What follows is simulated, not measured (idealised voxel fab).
The name of this process module is voxel capacitor over wiring.
For reference, the cross-section in this document is cut, with width 235 nm and square cells of 5 nm.
How to read a cross-section here: the picture is a grid of square cells, written as bands going from the top down, and any band can span one or more rows of cells.
Each band's line starts with the height of the band's top and of its bottom, in nm. Then come its materials from left to right, each with its width in nm. One material with "full width" fills the band from edge to edge. "blank" is empty space.
Below 0: as-received wafer, all one material; heights counted from there. Lowest band: no bottom, goes on down, written "0 and below".
Per-row width for "30 to 40": begins at first number (top row of band), ends at second number (bottom row), increment between rows held constant.
No cell of the cross-section changed in a step that is given as "identical to before".
What "Closed void listing" gives you is every empty space of 8 cells or more that is cut off from the top. Each appears as width x height at distance, with the distance taken from the left edge and width, height and distance all in nm.
What comes after the settings on a step's line is commentary from the simulator itself on that step.
overlay nm: mask offset rightward from planned place, masked step; negative means leftward offset.

So here's the lineup of process steps we planned
1,op RECEIVE | material Si
2,op CONFORMAL_DEP | material SiO2 | thk nm 10
3,op CONFORMAL_DEP | material SiCN | thk nm 5
4,op DIRECTIONAL_DEP | material lowk | thk nm 20
5,op DIRECTIONAL_DEP | material aC | thk nm 15
6,op PATTERN | tone open | mask id METAL_1 | material resist | width nm 30 | pitch nm 85 | thk nm 30 | overlay nm 0
7,op DIRECTIONAL_ETCH | etch materials aC | depth nm 15
8,op STRIP | etch materials resist
9,op DIRECTIONAL_ETCH | etch materials lowk | depth nm 20
10,op DIRECTIONAL_ETCH | etch materials SiCN | depth nm 5
11,op STRIP | etch materials aC
12,op CONFORMAL_DEP | material TiN | thk nm 5
13,op FILL_DEP | material Ru | thk nm 10
14,op CMP | height nm 35
15,op CONFORMAL_DEP | material SiCN | thk nm 5
16,op DIRECTIONAL_DEP | material lowk | thk nm 10
17,op MASKED_ETCH | tone open | mask id PLUG_1 | width nm 15 | etch materials lowk | depth nm 10 | overlay nm 0
18,op MASKED_ETCH | tone open | mask id PLUG_1 | width nm 15 | etch materials SiCN | depth nm 5 | overlay nm 0
19,op EPI | material Ru | thk nm 10
20,op EPI | material Ru | thk nm 5
21,op DIRECTIONAL_DEP | material TiN | thk nm 10
22,op DIRECTIONAL_DEP | material HfO2 | thk nm 5
23,op DIRECTIONAL_DEP | material TiN | thk nm 5
24,op PATTERN | tone cover | mask id UPPER_PLATE | material resist | width nm 60 | thk nm 15 | overlay nm 0
25,op DIRECTIONAL_ETCH | etch materials TiN | depth nm 5
26,op DIRECTIONAL_ETCH | etch materials HfO2 | depth nm 5
27,op STRIP | etch materials resist
28,op PATTERN | tone cover | mask id LOWER_PLATE | material resist | width nm 70 | thk nm 20 | overlay nm 0
29,op DIRECTIONAL_ETCH | etch materials TiN | depth nm 10
30,op STRIP | etch materials resist
31,op FILL_DEP | material SiO2 | thk nm 20
32,op CMP | height nm 85
33,op DIRECTIONAL_DEP | material aC | thk nm 10
34,op PATTERN | tone open | mask id PLUG_2 | material resist | width nm 15 | thk nm 30 | overlay nm 0
35,op DIRECTIONAL_ETCH | etch materials aC | depth nm 10
36,op STRIP | etch materials resist
37,op DIRECTIONAL_ETCH | etch materials SiO2 | depth nm 15
38,op STRIP | etch materials aC
39,op CONFORMAL_DEP | material TiN | thk nm 5
40,op FILL_DEP | material Cu | thk nm 5
41,op CMP | height nm 85
42,op CONFORMAL_DEP | material SiN | thk nm 5

On the first of the two wafers: run conducted according to plan

As-received state of the wafer in cross-section, equivalent to post-step 1
> 0 and below: Si full width
> Closed void listing: none

Step 2 done - wafer cross-section
> 10 down to 0: SiO2 full width
> Whatever lies below 0 is exactly as it was before.

Step 3 done - wafer cross-section
> 15 down to 10: SiCN full width
> Whatever lies below 10 is exactly as it was before.

Step 4 done - wafer cross-section
> 35 down to 15: lowk full width
> Whatever lies below 15 is exactly as it was before.

Step 5 done - wafer cross-section
> 50 down to 35: aC full width
> Whatever lies below 35 is exactly as it was before.

Step 6 done - wafer cross-section
> 80 down to 50: resist (60) / blank (30) / resist (55) / blank (30) / resist (60)
> Whatever lies below 50 is exactly as it was before.

Step 7 done - wafer cross-section
> 65 down to 50: resist (60) / blank (30) / resist (55) / blank (30) / resist (60)
> 50 down to 35: aC (60) / blank (30) / aC (55) / blank (30) / aC (60)
> Whatever lies below 35 is exactly as it was before.

Step 8 done - wafer cross-section
> 50 down to 35: aC (60) / blank (30) / aC (55) / blank (30) / aC (60)
> Whatever lies below 35 is exactly as it was before.

Step 9 done - wafer cross-section
> 50 down to 35: aC (60) / blank (30) / aC (55) / blank (30) / aC (60)
> 35 down to 15: lowk (60) / blank (30) / lowk (55) / blank (30) / lowk (60)
> Whatever lies below 15 is exactly as it was before.

Step 10 done - wafer cross-section
> 50 down to 35: aC (60) / blank (30) / aC (55) / blank (30) / aC (60)
> 35 down to 15: lowk (60) / blank (30) / lowk (55) / blank (30) / lowk (60)
> 15 down to 10: SiCN (60) / blank (30) / SiCN (55) / blank (30) / SiCN (60)
> Whatever lies below 10 is exactly as it was before.

Step 11 done - wafer cross-section
> 35 down to 15: lowk (60) / blank (30) / lowk (55) / blank (30) / lowk (60)
> Whatever lies below 15 is exactly as it was before.

Step 12 done - wafer cross-section
> 40 down to 35: TiN (65) / blank (20) / TiN (65) / blank (20) / TiN (65)
> 35 down to 15: lowk (60) / TiN (5) / blank (20) / TiN (5) / lowk (55) / TiN (5) / blank (20) / TiN (5) / lowk (60)
> 15 down to 10: SiCN (60) / TiN (30) / SiCN (55) / TiN (30) / SiCN (60)
> Whatever lies below 10 is exactly as it was before.

Step 13 done - wafer cross-section
> 50 down to 40: Ru full width
> 40 down to 35: TiN (65) / Ru (20) / TiN (65) / Ru (20) / TiN (65)
> 35 down to 15: lowk (60) / TiN (5) / Ru (20) / TiN (5) / lowk (55) / TiN (5) / Ru (20) / TiN (5) / lowk (60)
> Whatever lies below 15 is exactly as it was before.

Step 14 done - wafer cross-section
> 35 down to 15: lowk (60) / TiN (5) / Ru (20) / TiN (5) / lowk (55) / TiN (5) / Ru (20) / TiN (5) / lowk (60)
> Whatever lies below 15 is exactly as it was before.

Step 15 done - wafer cross-section
> 40 down to 35: SiCN full width
> Whatever lies below 35 is exactly as it was before.

Step 16 done - wafer cross-section
> 50 down to 40: lowk full width
> Whatever lies below 40 is exactly as it was before.

Step 17 done - wafer cross-section
> 50 down to 40: lowk (75) / blank (15) / lowk (145)
> Whatever lies below 40 is exactly as it was before.

Step 18 done - wafer cross-section
> 50 down to 40: lowk (75) / blank (15) / lowk (145)
> 40 down to 35: SiCN (75) / blank (15) / SiCN (145)
> Whatever lies below 35 is exactly as it was before.

Step 19 done - wafer cross-section
> 50 down to 45: lowk (75) / blank (15) / lowk (145)
> 45 down to 40: lowk (75) / Ru (15) / lowk (145)
> 40 down to 35: SiCN (75) / Ru (15) / SiCN (145)
> Whatever lies below 35 is exactly as it was before.

Step 20 done - wafer cross-section
> 50 down to 40: lowk (75) / Ru (15) / lowk (145)
> Whatever lies below 40 is exactly as it was before.

Step 21 done - wafer cross-section
> 60 down to 50: TiN full width
> Whatever lies below 50 is exactly as it was before.

Step 22 done - wafer cross-section
> 65 down to 60: HfO2 full width
> Whatever lies below 60 is exactly as it was before.

Step 23 done - wafer cross-section
> 70 down to 65: TiN full width
> Whatever lies below 65 is exactly as it was before.

Step 24 done - wafer cross-section
> 85 down to 70: blank (75) / resist (60) / blank (100)
> Whatever lies below 70 is exactly as it was before.

Step 25 done - wafer cross-section
> 85 down to 70: blank (75) / resist (60) / blank (100)
> 70 down to 65: blank (75) / TiN (60) / blank (100)
> Whatever lies below 65 is exactly as it was before.

Step 26 done - wafer cross-section
> 85 down to 70: blank (75) / resist (60) / blank (100)
> 70 down to 65: blank (75) / TiN (60) / blank (100)
> 65 down to 60: blank (75) / HfO2 (60) / blank (100)
> Whatever lies below 60 is exactly as it was before.

Step 27 done - wafer cross-section
> 70 down to 65: blank (75) / TiN (60) / blank (100)
> Whatever lies below 65 is exactly as it was before.

Step 28 done - wafer cross-section
> 90 down to 70: blank (70) / resist (70) / blank (95)
> 70 down to 65: blank (70) / resist (5) / TiN (60) / resist (5) / blank (95)
> 65 down to 60: blank (70) / resist (5) / HfO2 (60) / resist (5) / blank (95)
> Whatever lies below 60 is exactly as it was before.

Step 29 done - wafer cross-section
> 90 down to 70: blank (70) / resist (70) / blank (95)
> 70 down to 65: blank (70) / resist (5) / TiN (60) / resist (5) / blank (95)
> 65 down to 60: blank (70) / resist (5) / HfO2 (60) / resist (5) / blank (95)
> 60 down to 50: blank (70) / TiN (70) / blank (95)
> Whatever lies below 50 is exactly as it was before.

Step 30 done - wafer cross-section
> 70 down to 65: blank (75) / TiN (60) / blank (100)
> 65 down to 60: blank (75) / HfO2 (60) / blank (100)
> Whatever lies below 60 is exactly as it was before.

Step 31 done - wafer cross-section
> 90 down to 70: SiO2 full width
> 70 down to 65: SiO2 (75) / TiN (60) / SiO2 (100)
> 65 down to 60: SiO2 (75) / HfO2 (60) / SiO2 (100)
> 60 down to 50: SiO2 (70) / TiN (70) / SiO2 (95)
> Whatever lies below 50 is exactly as it was before.

Step 32 done - wafer cross-section
> 85 down to 70: SiO2 full width
> Whatever lies below 70 is exactly as it was before.

Step 33 done - wafer cross-section
> 95 down to 85: aC full width
> Whatever lies below 85 is exactly as it was before.

Step 34 done - wafer cross-section
> 125 down to 95: resist (85) / blank (15) / resist (135)
> Whatever lies below 95 is exactly as it was before.

Step 35 done - wafer cross-section
> 115 down to 95: resist (85) / blank (15) / resist (135)
> 95 down to 85: aC (85) / blank (15) / aC (135)
> Whatever lies below 85 is exactly as it was before.

Step 36 done - wafer cross-section
> 95 down to 85: aC (85) / blank (15) / aC (135)
> Whatever lies below 85 is exactly as it was before.

Step 37 done - wafer cross-section
> 95 down to 85: aC (85) / blank (15) / aC (135)
> 85 down to 70: SiO2 (85) / blank (15) / SiO2 (135)
> Whatever lies below 70 is exactly as it was before.

Step 38 done - wafer cross-section
> 85 down to 70: SiO2 (85) / blank (15) / SiO2 (135)
> Whatever lies below 70 is exactly as it was before.

Step 39 done - wafer cross-section
> 90 down to 85: TiN (90) / blank (5) / TiN (140)
> 85 down to 75: SiO2 (85) / TiN (5) / blank (5) / TiN (5) / SiO2 (135)
> 75 down to 65: SiO2 (85 to 75) / TiN (15 to 60) / SiO2 (135 to 100)
> Whatever lies below 65 is exactly as it was before.

Step 40 done - wafer cross-section
> 95 down to 90: Cu full width
> 90 down to 85: TiN (90) / Cu (5) / TiN (140)
> 85 down to 75: SiO2 (85) / TiN (5) / Cu (5) / TiN (5) / SiO2 (135)
> Whatever lies below 75 is exactly as it was before.

Step 41 done - wafer cross-section
> 85 down to 75: SiO2 (85) / TiN (5) / Cu (5) / TiN (5) / SiO2 (135)
> Whatever lies below 75 is exactly as it was before.

Step 42 done - wafer cross-section
> 90 down to 85: SiN full width
> Whatever lies below 85 is exactly as it was before.

Second wafer, same starting state and plan as the first, one mistake in the run, identical through step 16

What the second wafer looks like in cross-section when step 17 should have wrapped up
> 50 down to 40: lowk (85) / blank (15) / lowk (135)
> Whatever lies below 40 is exactly as it was before.

What the second wafer looks like in cross-section when step 18 should have wrapped up
> 50 down to 40: lowk (85) / blank (15) / lowk (135)
> 40 down to 35: SiCN (85) / blank (5) / SiCN (145)
> Whatever lies below 35 is exactly as it was before.

What the second wafer looks like in cross-section when step 19 should have wrapped up
> 50 down to 45: lowk (85) / blank (15) / lowk (135)
> 45 down to 40: lowk (85) / Ru (10) / blank (5) / lowk (135)
> 40 down to 35: SiCN (85) / Ru (5) / SiCN (145)
> Whatever lies below 35 is exactly as it was before.

What the second wafer looks like in cross-section when step 20 should have wrapped up
> 50 down to 40: lowk (85) / Ru (15) / lowk (135)
> Whatever lies below 40 is exactly as it was before.

What the second wafer looks like in cross-section when step 21 should have wrapped up
> 60 down to 50: TiN full width
> Whatever lies below 50 is exactly as it was before.

What the second wafer looks like in cross-section when step 22 should have wrapped up
> 65 down to 60: HfO2 full width
> Whatever lies below 60 is exactly as it was before.

What the second wafer looks like in cross-section when step 23 should have wrapped up
> 70 down to 65: TiN full width
> Whatever lies below 65 is exactly as it was before.

What the second wafer looks like in cross-section when step 24 should have wrapped up
> 85 down to 70: blank (75) / resist (60) / blank (100)
> Whatever lies below 70 is exactly as it was before.

What the second wafer looks like in cross-section when step 25 should have wrapped up
> 85 down to 70: blank (75) / resist (60) / blank (100)
> 70 down to 65: blank (75) / TiN (60) / blank (100)
> Whatever lies below 65 is exactly as it was before.

What the second wafer looks like in cross-section when step 26 should have wrapped up
> 85 down to 70: blank (75) / resist (60) / blank (100)
> 70 down to 65: blank (75) / TiN (60) / blank (100)
> 65 down to 60: blank (75) / HfO2 (60) / blank (100)
> Whatever lies below 60 is exactly as it was before.

What the second wafer looks like in cross-section when step 27 should have wrapped up
> 70 down to 65: blank (75) / TiN (60) / blank (100)
> Whatever lies below 65 is exactly as it was before.

What the second wafer looks like in cross-section when step 28 should have wrapped up
> 90 down to 70: blank (70) / resist (70) / blank (95)
> 70 down to 65: blank (70) / resist (5) / TiN (60) / resist (5) / blank (95)
> 65 down to 60: blank (70) / resist (5) / HfO2 (60) / resist (5) / blank (95)
> Whatever lies below 60 is exactly as it was before.

What the second wafer looks like in cross-section when step 29 should have wrapped up
> 90 down to 70: blank (70) / resist (70) / blank (95)
> 70 down to 65: blank (70) / resist (5) / TiN (60) / resist (5) / blank (95)
> 65 down to 60: blank (70) / resist (5) / HfO2 (60) / resist (5) / blank (95)
> 60 down to 50: blank (70) / TiN (70) / blank (95)
> Whatever lies below 50 is exactly as it was before.

What the second wafer looks like in cross-section when step 30 should have wrapped up
> 70 down to 65: blank (75) / TiN (60) / blank (100)
> 65 down to 60: blank (75) / HfO2 (60) / blank (100)
> Whatever lies below 60 is exactly as it was before.

What the second wafer looks like in cross-section when step 31 should have wrapped up
> 90 down to 70: SiO2 full width
> 70 down to 65: SiO2 (75) / TiN (60) / SiO2 (100)
> 65 down to 60: SiO2 (75) / HfO2 (60) / SiO2 (100)
> 60 down to 50: SiO2 (70) / TiN (70) / SiO2 (95)
> Whatever lies below 50 is exactly as it was before.

What the second wafer looks like in cross-section when step 32 should have wrapped up
> 85 down to 70: SiO2 full width
> Whatever lies below 70 is exactly as it was before.

What the second wafer looks like in cross-section when step 33 should have wrapped up
> 95 down to 85: aC full width
> Whatever lies below 85 is exactly as it was before.

What the second wafer looks like in cross-section when step 34 should have wrapped up
> 125 down to 95: resist (85) / blank (15) / resist (135)
> Whatever lies below 95 is exactly as it was before.

What the second wafer looks like in cross-section when step 35 should have wrapped up
> 115 down to 95: resist (85) / blank (15) / resist (135)
> 95 down to 85: aC (85) / blank (15) / aC (135)
> Whatever lies below 85 is exactly as it was before.

What the second wafer looks like in cross-section when step 36 should have wrapped up
> 95 down to 85: aC (85) / blank (15) / aC (135)
> Whatever lies below 85 is exactly as it was before.

What the second wafer looks like in cross-section when step 37 should have wrapped up
> 95 down to 85: aC (85) / blank (15) / aC (135)
> 85 down to 70: SiO2 (85) / blank (15) / SiO2 (135)
> Whatever lies below 70 is exactly as it was before.

What the second wafer looks like in cross-section when step 38 should have wrapped up
> 85 down to 70: SiO2 (85) / blank (15) / SiO2 (135)
> Whatever lies below 70 is exactly as it was before.

What the second wafer looks like in cross-section when step 39 should have wrapped up
> 90 down to 85: TiN (90) / blank (5) / TiN (140)
> 85 down to 75: SiO2 (85) / TiN (5) / blank (5) / TiN (5) / SiO2 (135)
> 75 down to 65: SiO2 (85 to 75) / TiN (15 to 60) / SiO2 (135 to 100)
> Whatever lies below 65 is exactly as it was before.

What the second wafer looks like in cross-section when step 40 should have wrapped up
> 95 down to 90: Cu full width
> 90 down to 85: TiN (90) / Cu (5) / TiN (140)
> 85 down to 75: SiO2 (85) / TiN (5) / Cu (5) / TiN (5) / SiO2 (135)
> Whatever lies below 75 is exactly as it was before.

What the second wafer looks like in cross-section when step 41 should have wrapped up
> 85 down to 75: SiO2 (85) / TiN (5) / Cu (5) / TiN (5) / SiO2 (135)
> Whatever lies below 75 is exactly as it was before.

What the second wafer looks like in cross-section when step 42 should have wrapped up
> 90 down to 85: SiN full width
> Whatever lies below 85 is exactly as it was before.
It is concluded that the wafer was processed incorrectly with respect to the plan, in that off-plan run, step 17, actual operation and settings op MASKED_ETCH | tone open | mask id PLUG_1 | width nm 15 | etch materials lowk | depth nm 10 | overlay nm 10
Final difference in cells, second wafer against first, listed per material as more or fewer: -2 Ru, +2 SiCN
